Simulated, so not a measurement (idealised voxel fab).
process module | voxel released beams
cross-section cut | 185 nm wide | cells 5 nm
A cross-section is a grid of square cells, given in bands from the top down. A band is one or more rows of cells.
Each band's line starts with the height of the band's top and of its bottom, in nm. Then come its materials from left to right, each with its width in nm. One material with "throughout" fills the band from edge to edge. "air" is empty space.
Height 0 is the level under which the wafer as received is all one material. The lowest band goes on downwards, as in "0 down".
A width such as "30 to 40" changes by the same amount from each row of cells to the next, from the band's top row to its bottom row.
"no change" after a step means that no cell of the cross-section changed.
closed voids: empty space of 8 cells or more with no open way to the top, each as width x height at its distance from the left edge, in nm
after a step's settings: what the simulator itself notes on the step
overlay nm, on a step with a mask: how far to the right of its planned place the mask lay; to the left if negative
plan
1 op RECEIVE | material Si
2 op CONFORMAL_DEP | material SiN | thk nm 10
3 op DIRECTIONAL_DEP | material SiO2 | thk nm 10
4 op PATTERN | tone open | mask id ANCHOR | material resist | width nm 25 | thk nm 15 | overlay nm 0
5 op DIRECTIONAL_ETCH | etch materials SiO2 | depth nm 10
6 op STRIP | etch materials resist
7 op CONFORMAL_DEP | material TiN | thk nm 10
8 op MASKED_ETCH | tone cover | mask id BEAM | width nm 95 | etch materials TiN | depth nm 10 | overlay nm 0
9 op STRIP | etch materials SiO2
as received, after step 1
  0 down: Si throughout
  closed voids: none
a wafer at the end: this start, this plan, one mistake
  30 to 20: air 40 | TiN 95 | air 50
  20 to 10: TiN throughout
  10 to 0: SiN throughout
  0 down: Si throughout
  closed voids: none
what went wrong: step 3 ran as: op DIRECTIONAL_DEP | material TiN | thk nm 10
